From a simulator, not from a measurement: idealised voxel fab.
Herein follows the process module entitled voxel tone inversion.
Pictured: cross-section cut, 270 nm wide, on a grid of 5 nm square cells.
Heads up, the way a cross-section reads in here is a grid of square cells, handed over as bands from the top down, with every band being one or more rows of cells.
Each band's line starts with the height of the band's top and of its bottom, in nm. Then come its materials from left to right, each with its width in nm. One material with "edge to edge" fills the band from edge to edge. "blank" is empty space.
Height is counted from the level 0, under which the received wafer is composed throughout of one material. The lowest of the bands is not closed at the bottom but continues downward, in the notation "0 down".
The notation "30..40" denotes a width that varies across the rows of cells in the band, beginning at the first number in the top row, finishing at the second number in the bottom row, and changing by an identical amount from each row to the next.
When a step is marked "left unchanged", none of the cells in the cross-section changed during that step.
Entry "Sealed voids". Content: empty spaces with no open connection to the top, size 8 cells or greater. Each: width x height at distance. Distance: from left edge. Unit: nm.
Anything after a step's settings on that line? It's the simulator's own note about the step.
overlay nm: on a step with a mask, how far right of its planned place the mask lay; negative means left.
### The steps planned for the process are as follows
- 1: RECEIVE with material Si
- 2: CONFORMAL_DEP with material SiCN, thk nm 5
- 3: DIRECTIONAL_DEP with material aC, thk nm 25
- 4: PATTERN with tone cover, mask id POSTS, material resist, width nm 25, pitch nm 45, thk nm 35, overlay nm 0
- 5: DIRECTIONAL_ETCH with etch materials aC, depth nm 25
- 6: STRIP with etch materials resist
- 7: FILL_DEP with material lowk, thk nm 5
- 8: CMP with height nm 30
- 9: STRIP with etch materials aC
### Delivered wafer in cross-section: state after step 1
  0 down  Si edge to edge
  Sealed voids: none
### Cross-section taken at module completion on the first of two wafers; processed per the plan
  30 to 5  100 lowk, 25 blank, 20 lowk, 25 blank, 100 lowk
  5 to 0  SiCN edge to edge
  0 down  Si edge to edge
  Sealed voids: none
### Cross-section of the latter of the two wafers at module completion. It had an identical start and an identical plan to the former; in running it, one mistake was made
  30 to 25  SiCN edge to edge
  25 to 0  aC edge to edge
  0 down  Si edge to edge
  Sealed voids: none
The plan and the run diverged here: contrary to the plan, steps 2 and 3 were processed in exchanged order
Per the end-of-run cell counts, the second wafer holds more or fewer of some materials than the first: aC +270 | lowk -220
